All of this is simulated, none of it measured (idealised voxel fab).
process module | voxel ribs on slabs
cross-section cut | 245 nm wide | cells 5 nm
A cross-section is a grid of square cells, given in bands from the top down. A band is one or more rows of cells.
Each band's line starts with the height of the band's top and of its bottom, in nm. Then come its materials from left to right, each with its width in nm. One material with "throughout" fills the band from edge to edge. "air" is empty space.
Height 0 is the level under which the wafer as received is all one material. The lowest band goes on downwards, as in "0 down".
A width such as "30 to 40" changes by the same amount from each row of cells to the next, from the band's top row to its bottom row.
"no change" after a step means that no cell of the cross-section changed.
closed voids: empty space of 8 cells or more with no open way to the top, each as width x height at its distance from the left edge, in nm
after a step's settings: what the simulator itself notes on the step
overlay nm, on a step with a mask: how far to the right of its planned place the mask lay; to the left if negative
plan
1 op RECEIVE | material Si
2 op DIRECTIONAL_DEP | material SiO2 | thk nm 30
3 op DIRECTIONAL_DEP | material polySi | thk nm 25
4 op MASKED_ETCH | tone cover | mask id RIB | width nm 30 | etch materials polySi | depth nm 10 | overlay nm 0
5 op MASKED_ETCH | tone cover | mask id SLAB | width nm 70 | etch materials polySi | depth nm 15 | overlay nm 0
6 op FILL_DEP | material SiO2 | thk nm 20
7 op CMP | height nm 70
8 op DIRECTIONAL_DEP | material TiN | thk nm 5
9 op DIRECTIONAL_DEP | material aC | thk nm 15
10 op PATTERN | tone cover | mask id HEATER | material resist | width nm 40 | thk nm 30 | overlay nm 0
11 op DIRECTIONAL_ETCH | etch materials aC | depth nm 15
12 op STRIP | etch materials resist
13 op DIRECTIONAL_ETCH | etch materials TiN | depth nm 5
14 op STRIP | etch materials aC
15 op CONFORMAL_DEP | material SiO2 | thk nm 5
varied across the wafers: thk nm of step 15. The plan shows the first wafer's value. All wafers start alike
first wafer as received, after step 1
  0 down: Si throughout
  closed voids: none
each wafer at the end: cells of each material gained (+) or lost (-) since it was received, then its closed voids
thk nm 5 | +683 SiO2 | +8 TiN | +54 polySi | closed voids: none
thk nm 10 | +734 SiO2 | +8 TiN | +54 polySi | closed voids: none
thk nm 15 | +785 SiO2 | +8 TiN | +54 polySi | closed voids: none
thk nm 20 | +836 SiO2 | +8 TiN | +54 polySi | closed voids: none
thk nm 25 | +887 SiO2 | +8 TiN | +54 polySi | closed voids: none
